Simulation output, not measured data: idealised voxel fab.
Title: Process Module voxel fin reveal
The cross-section on display is named cut; it measures 230 nm wide, and its cells are 5 nm squares.
Reading order for cross-sections: top band down to bottom band. Underlying form: a grid of square cells. Band size: one or more rows of cells.
Heights first: top, then bottom, in nm. Then materials, left to right, each with a width in nm. "throughout" on a single material: fills the band edge to edge. "blank": empty space.
The reference from which all heights are counted is 0, the level beneath which the as-received wafer is entirely one material; the lowest band, having no lower bound, proceeds downward and is written after the example "from 0 down".
Top row gets the first number, bottom row gets the second, and each row in between changes by the same step: that is how a band width like "30->40" works.
Key: "no alteration" - step with no changed cell in the cross-section.
So "Closed internal voids" is basically the list of trapped voids: any empty space of 8 cells or more that can't reach the top through an opening. They're written width x height at distance, the distance being from the left edge, and it's all nm.
Whatever follows a step's settings on its line is a remark the simulator itself makes about that step.
overlay nm: on a step with a mask, how far right of its planned place the mask lay; negative means left.

## Steps planned for the process
- 1: RECEIVE, material Si
- 2: CONFORMAL_DEP, material SiN, thk nm 10
- 3: MASKED_ETCH, tone cover, mask id FINS, width nm 15, pitch nm 45, etch materials SiN, depth nm 10, overlay nm 0
- 4: MASKED_ETCH, tone cover, mask id FINS, width nm 15, pitch nm 45, etch materials Si, depth nm 35, overlay nm 0
- 5: OXIDIZE, depth nm 5
- 6: FILL_DEP, material SiO2, thk nm 15
- 7: CMP, height nm 10
- 8: SELECTIVE_ETCH, etch materials SiO2, depth nm 25
- 9: STRIP, etch materials SiN
- 10: CONFORMAL_DEP, material SiO2, thk nm 5

## As received (post step 1): cross-section
from 0 down  Si throughout
Closed internal voids: none

## First wafer of two, sectioned at end of module; run went per plan
from 5 to 0  blank (85) / SiO2 (15) / blank (30) / SiO2 (15) / blank (85)
from 0 to -10  blank (85) / SiO2 (5) / Si (5) / SiO2 (5) / blank (30) / SiO2 (5) / Si (5) / SiO2 (5) / blank (85)
from -10 to -40  SiO2 (90) / Si (5) / SiO2 (40) / Si (5) / SiO2 (90)
from -40 down  Si throughout
Closed internal voids: none

## Cross-sectional view: second of two wafers, end of module; start and plan identical to the first, one mistake in running
from 5 to 0  blank (85) / SiO2 (15) / blank (30) / SiO2 (15) / blank (85)
from 0 to -35  blank (85) / SiO2 (5) / Si (5) / SiO2 (5) / blank (30) / SiO2 (5) / Si (5) / SiO2 (5) / blank (85)
from -35 to -40  SiO2 (90) / Si (5) / SiO2 (40) / Si (5) / SiO2 (90)
from -40 down  Si throughout
Closed internal voids: none
what went wrong: step 8 from the plan got run twice
Wafer comparison, final, in cells, second relative to first, materials more or fewer: 200 fewer of SiO2
